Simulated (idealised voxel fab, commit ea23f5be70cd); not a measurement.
Title: Process Module voxel air gaps
cross-section cut | 205 nm wide | cells 5 nm
Cross-section spec: square-cell grid; bands listed top down; each band is one or more rows. Look at the band entry: it leads with the top's height and the bottom's height in nm. Then it lists the materials left to right, with a width in nm for each. The word "all across" on a single material says that material fills the band edge to edge. The word "empty" is empty space. Heights from 0 (as-received wafer is one material below). Bottom band endless downward, as "0..down". Note: "30->40" means the width goes from the first number (top row of the band) to the second number (bottom row) in equal steps per row of cells. Any step labelled "nothing was modified" changed none of the cells in the cross-section. "Enclosed void catalog" enumerates empty spaces isolated from the top, with no open way to it, that contain at least 8 cells, giving each as width x height at distance from the left edge, all three in nm. Step line, after settings: the simulator's comment on this step. overlay nm, on a step with a mask: how far to the right of its planned place the mask lay; to the left if negative.
## Planned process steps
1 RECEIVE, material Si
2 CONFORMAL_DEP, material SiO2, thk nm 10
3 CONFORMAL_DEP, material SiN, thk nm 5
4 DIRECTIONAL_DEP, material lowk, thk nm 35
5 PATTERN, tone open, mask id LINES, material resist, width nm 20, pitch nm 50, thk nm 20, overlay nm 0
6 DIRECTIONAL_ETCH, etch materials lowk, depth nm 35
7 STRIP, etch materials resist
8 CONFORMAL_DEP, material TiN, thk nm 5
9 FILL_DEP, material Cu, thk nm 10
10 CMP, height nm 50
11 EPI, material Ru, thk nm 10
12 SELECTIVE_ETCH, etch materials lowk, depth nm 45
13 CONFORMAL_DEP, material SiCN, thk nm 5
## Cross-section, incoming material, after step 1
	0..down  Si all across
	Enclosed void catalog: none
## First of two wafers: cross-section at end of module, run per plan
	65..60  empty 25 / SiCN 150 / empty 30
	60..50  empty 25 / SiCN 5 / Ru 40 / SiCN 10 / Ru 40 / SiCN 10 / Ru 40 / SiCN 5 / empty 30
	50..45  empty 25 / SiCN 15 / TiN 5 / Cu 10 / TiN 5 / SiCN 30 / TiN 5 / Cu 10 / TiN 5 / SiCN 30 / TiN 5 / Cu 10 / TiN 5 / SiCN 15 / empty 30
	45..20  empty 35 / SiCN 5 / TiN 5 / Cu 10 / TiN 5 / SiCN 5 / empty 20 / SiCN 5 / TiN 5 / Cu 10 / TiN 5 / SiCN 5 / empty 20 / SiCN 5 / TiN 5 / Cu 10 / TiN 5 / SiCN 5 / empty 40
	20..15  SiCN 40 / TiN 20 / SiCN 30 / TiN 20 / SiCN 30 / TiN 20 / SiCN 45
	15..10  SiN all across
	10..0  SiO2 all across
	0..down  Si all across
	Enclosed void catalog: 20 x 25 at 65; 20 x 25 at 115
## Cross-sectional view of the second of two wafers upon completion of the module. This wafer shared its starting condition and process plan with the first; one error was made during its execution
	65..60  empty 20 / SiCN 160 / empty 25
	60..50  empty 20 / SiCN 5 / Ru 150 / SiCN 5 / empty 25
	50..45  empty 20 / SiCN 15 / TiN 5 / Cu 20 / TiN 5 / lowk 20 / TiN 5 / Cu 20 / TiN 5 / lowk 20 / TiN 5 / Cu 20 / TiN 5 / SiCN 15 / empty 25
	45..20  empty 30 / SiCN 5 / TiN 5 / Cu 20 / TiN 5 / lowk 20 / TiN 5 / Cu 20 / TiN 5 / lowk 20 / TiN 5 / Cu 20 / TiN 5 / SiCN 5 / empty 35
	20..15  SiCN 35 / TiN 30 / lowk 20 / TiN 30 / lowk 20 / TiN 30 / SiCN 40
	15..10  SiN all across
	10..0  SiO2 all across
	0..down  Si all across
	Enclosed void catalog: none
Run error: step 5 changed vs plan, executed as PATTERN, tone open, mask id LINES, material resist, width nm 30, pitch nm 50, thk nm 20, overlay nm 0
at the end the second wafer has, in cells: Cu +36, Ru +12, SiCN -52, TiN +6, lowk +56
On completion, 0 closed voids are found in the second wafer, whereas the first wafer has 2.
